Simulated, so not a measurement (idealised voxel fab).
process module | voxel fin reveal
cross-section cut | 285 nm wide | cells 5 nm
A cross-section is a grid of square cells, given in bands from the top down. A band is one or more rows of cells.
Each band's line starts with the height of the band's top and of its bottom, in nm. Then come its materials from left to right, each with its width in nm. One material with "throughout" fills the band from edge to edge. "air" is empty space.
Height 0 is the level under which the wafer as received is all one material. The lowest band goes on downwards, as in "0 down".
A width such as "30 to 40" changes by the same amount from each row of cells to the next, from the band's top row to its bottom row.
"no change" after a step means that no cell of the cross-section changed.
closed voids: empty space of 8 cells or more with no open way to the top, each as width x height at its distance from the left edge, in nm
after a step's settings: what the simulator itself notes on the step
overlay nm, on a step with a mask: how far to the right of its planned place the mask lay; to the left if negative
plan
1 op RECEIVE | material Si
2 op CONFORMAL_DEP | material SiN | thk nm 10
3 op DIRECTIONAL_DEP | material aC | thk nm 15
4 op PATTERN | tone cover | mask id FINS | material resist | width nm 15 | pitch nm 45 | thk nm 35 | overlay nm 0
5 op DIRECTIONAL_ETCH | etch materials aC | depth nm 5
6 op STRIP | etch materials resist
7 op DIRECTIONAL_ETCH | etch materials SiN | depth nm 10
8 op DIRECTIONAL_ETCH | etch materials Si | depth nm 35
9 op STRIP | etch materials aC
10 op FILL_DEP | material SiO2 | thk nm 10
11 op CMP | height nm 10
12 op SELECTIVE_ETCH | etch materials SiO2 | depth nm 35
13 op STRIP | etch materials SiN
14 op CONFORMAL_DEP | material HfO2 | thk nm 5
varied across the wafers: depth nm of step 5. The plan shows the first wafer's value. All wafers start alike
first wafer as received, after step 1
  0 down: Si throughout
  closed voids: none
each wafer at the end: cells of each material gained (+) or lost (-) since it was received, then its closed voids
depth nm 5 | +57 HfO2 | closed voids: none
depth nm 10 | +57 HfO2 | closed voids: none
depth nm 15 | +87 HfO2 | -336 Si | +96 SiO2 | closed voids: none
depth nm 20 | +87 HfO2 | -336 Si | +96 SiO2 | closed voids: none
depth nm 25 | +87 HfO2 | -336 Si | +96 SiO2 | closed voids: none
depth nm 30 | +87 HfO2 | -336 Si | +96 SiO2 | closed voids: none
